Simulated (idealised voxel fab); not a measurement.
Process module name: voxel gate over fins
The width of the displayed cross-section, cut, is 250 nm; its cells are square, with a size of 5 nm.
Cross-section spec: square-cell grid; bands listed top down; each band is one or more rows. Within each band entry, the heights of the top and of the bottom of the band appear first, in that order and in nm; the materials of the band then follow from left to right, each with its corresponding width in nm. The designation "all across" on a single material indicates that it fills the band from edge to edge; the designation "air" indicates empty space. For the purposes of this specification, 0 denotes the height below which the wafer in its as-received condition is composed wholly of one material, and the lowermost band, lacking a lower limit, extends downward without end, as expressed in "0 down". Top row gets the first number, bottom row gets the second, and each row in between changes by the same step: that is how a band width like "30..40" works. "all unchanged" means the step left every cell of the cross-section as it was. Closed empty spaces (no open way to the top) of 8 cells or more are what "Enclosed internal voids" lists, each as width x height at distance from the left edge, nm for all three. Heads up: the bit after the settings on a step's line is the simulator's remark on that step. overlay nm: right-of-plan distance of the mask on a masked step; negative values mean left-of-plan.

# The steps planned for the process are as follows
| 1 | op RECEIVE | material Si |
| 2 | op CONFORMAL_DEP | material SiN | thk nm 5 |
| 3 | op DIRECTIONAL_DEP | material aC | thk nm 15 |
| 4 | op PATTERN | tone cover | mask id FINS | material resist | width nm 15 | pitch nm 50 | thk nm 30 | overlay nm -15 |
| 5 | op DIRECTIONAL_ETCH | etch materials aC | depth nm 15 |
| 6 | op STRIP | etch materials resist |
| 7 | op DIRECTIONAL_ETCH | etch materials SiN | depth nm 5 |
| 8 | op DIRECTIONAL_ETCH | etch materials Si | depth nm 40 |
| 9 | op STRIP | etch materials aC |
| 10 | op FILL_DEP | material SiO2 | thk nm 15 |
| 11 | op CMP | height nm 5 |
| 12 | op DIRECTIONAL_DEP | material aC | thk nm 10 |
| 13 | op PATTERN | tone open | mask id RAIL | material resist | width nm 15 | thk nm 25 | overlay nm 0 |
| 14 | op DIRECTIONAL_ETCH | etch materials aC | depth nm 10 |
| 15 | op STRIP | etch materials resist |
| 16 | op DIRECTIONAL_ETCH | etch materials SiO2 | depth nm 40 |
| 17 | op STRIP | etch materials aC |
| 18 | op CONFORMAL_DEP | material TiN | thk nm 5 |
| 19 | op FILL_DEP | material Ru | thk nm 5 |
| 20 | op CMP | height nm 5 |
| 21 | op SELECTIVE_ETCH | etch materials W Ru TiN | depth nm 20 |
| 22 | op FILL_DEP | material SiO2 | thk nm 5 |
| 23 | op CMP | height nm 5 |
| 24 | op SELECTIVE_ETCH | etch materials SiO2 | depth nm 15 |
| 25 | op STRIP | etch materials SiN |
| 26 | op CONFORMAL_DEP | material HfO2 | thk nm 5 |
| 27 | op CONFORMAL_DEP | material TiN | thk nm 5 |
| 28 | op FILL_DEP | material W | thk nm 15 |
| 29 | op CMP | height nm 20 |
| 30 | op CONFORMAL_DEP | material SiN | thk nm 5 |
Don't read the plan's overlay nm for step 4 as applying to every wafer: that's the first wafer's value, and the wafers differ in it, though they all start identical.

# The first of several wafers, as received after step 1, seen in section
  0 down  Si all across
  Enclosed internal voids: none

# First of several wafers in cross-section at module end, following the final step, step 30
  25 to 20  SiN all across
  20 to 10  W all across
  10 to 5  40 nm W; 35 nm TiN; 15 nm W; 35 nm TiN; 15 nm W; 35 nm TiN; 75 nm W
  5 to 0  40 nm W; 5 nm TiN; 25 nm HfO2; 5 nm TiN; 15 nm W; 5 nm TiN; 25 nm HfO2; 5 nm TiN; 15 nm W; 5 nm TiN; 25 nm HfO2; 5 nm TiN; 75 nm W
  0 to -5  45 nm TiN; 5 nm HfO2; 15 nm Si; 5 nm HfO2; 25 nm TiN; 5 nm HfO2; 15 nm Si; 5 nm HfO2; 25 nm TiN; 5 nm HfO2; 15 nm Si; 5 nm HfO2; 80 nm TiN
  -5 to -10  50 nm HfO2; 15 nm Si; 35 nm HfO2; 15 nm Si; 35 nm HfO2; 15 nm Si; 85 nm HfO2
  -10 to -15  50 nm SiO2; 15 nm Si; 35 nm SiO2; 15 nm Si; 35 nm SiO2; 15 nm Si; 85 nm SiO2
  -15 to -35  50 nm SiO2; 15 nm Si; 25 nm SiO2; 10 nm TiN; 15 nm Si; 35 nm SiO2; 15 nm Si; 85 nm SiO2
  -35 to -40  50 nm SiO2; 15 nm Si; 35 nm SiO2; 15 nm Si; 35 nm SiO2; 15 nm Si; 85 nm SiO2
  -40 down  Si all across
  Enclosed internal voids: none

# The last wafer as seen in cross-section at the end of the module
  25 to 20  SiN all across
  20 to 10  W all across
  10 to 5  70 nm W; 35 nm TiN; 15 nm W; 35 nm TiN; 15 nm W; 35 nm TiN; 45 nm W
  5 to 0  70 nm W; 5 nm TiN; 25 nm HfO2; 5 nm TiN; 15 nm W; 5 nm TiN; 25 nm HfO2; 5 nm TiN; 15 nm W; 5 nm TiN; 25 nm HfO2; 5 nm TiN; 45 nm W
  0 to -5  75 nm TiN; 5 nm HfO2; 15 nm Si; 5 nm HfO2; 25 nm TiN; 5 nm HfO2; 15 nm Si; 5 nm HfO2; 25 nm TiN; 5 nm HfO2; 15 nm Si; 5 nm HfO2; 50 nm TiN
  -5 to -10  80 nm HfO2; 15 nm Si; 35 nm HfO2; 15 nm Si; 35 nm HfO2; 15 nm Si; 55 nm HfO2
  -10 to -15  80 nm SiO2; 15 nm Si; 35 nm SiO2; 15 nm Si; 35 nm SiO2; 15 nm Si; 55 nm SiO2
  -15 to -35  80 nm SiO2; 15 nm Si; 10 nm TiN; 25 nm SiO2; 15 nm Si; 35 nm SiO2; 15 nm Si; 55 nm SiO2
  -35 to -40  80 nm SiO2; 15 nm Si; 35 nm SiO2; 15 nm Si; 35 nm SiO2; 15 nm Si; 55 nm SiO2
  -40 down  Si all across
  Enclosed internal voids: none

# Quick key for the table: a row per wafer, taken at the end of the module. For each material it tells you how many cells the wafer gained (+) or lost (-) since it came in, and the closed voids come after
overlay nm -15; +62 HfO2; -328 Si; +50 SiN; +238 SiO2; +70 TiN; +158 W; Enclosed internal voids: none
overlay nm -10; +62 HfO2; +3 Ru; -328 Si; +50 SiN; +234 SiO2; +71 TiN; +158 W; Enclosed internal voids: none
overlay nm -5; +62 HfO2; +3 Ru; -328 Si; +50 SiN; +234 SiO2; +71 TiN; +158 W; Enclosed internal voids: none
overlay nm 0; +62 HfO2; +3 Ru; -328 Si; +50 SiN; +234 SiO2; +71 TiN; +158 W; Enclosed internal voids: none
overlay nm 5; +62 HfO2; +3 Ru; -328 Si; +50 SiN; +234 SiO2; +71 TiN; +158 W; Enclosed internal voids: none
overlay nm 10; +62 HfO2; +3 Ru; -328 Si; +50 SiN; +234 SiO2; +71 TiN; +158 W; Enclosed internal voids: none
overlay nm 15; +62 HfO2; -328 Si; +50 SiN; +238 SiO2; +70 TiN; +158 W; Enclosed internal voids: none
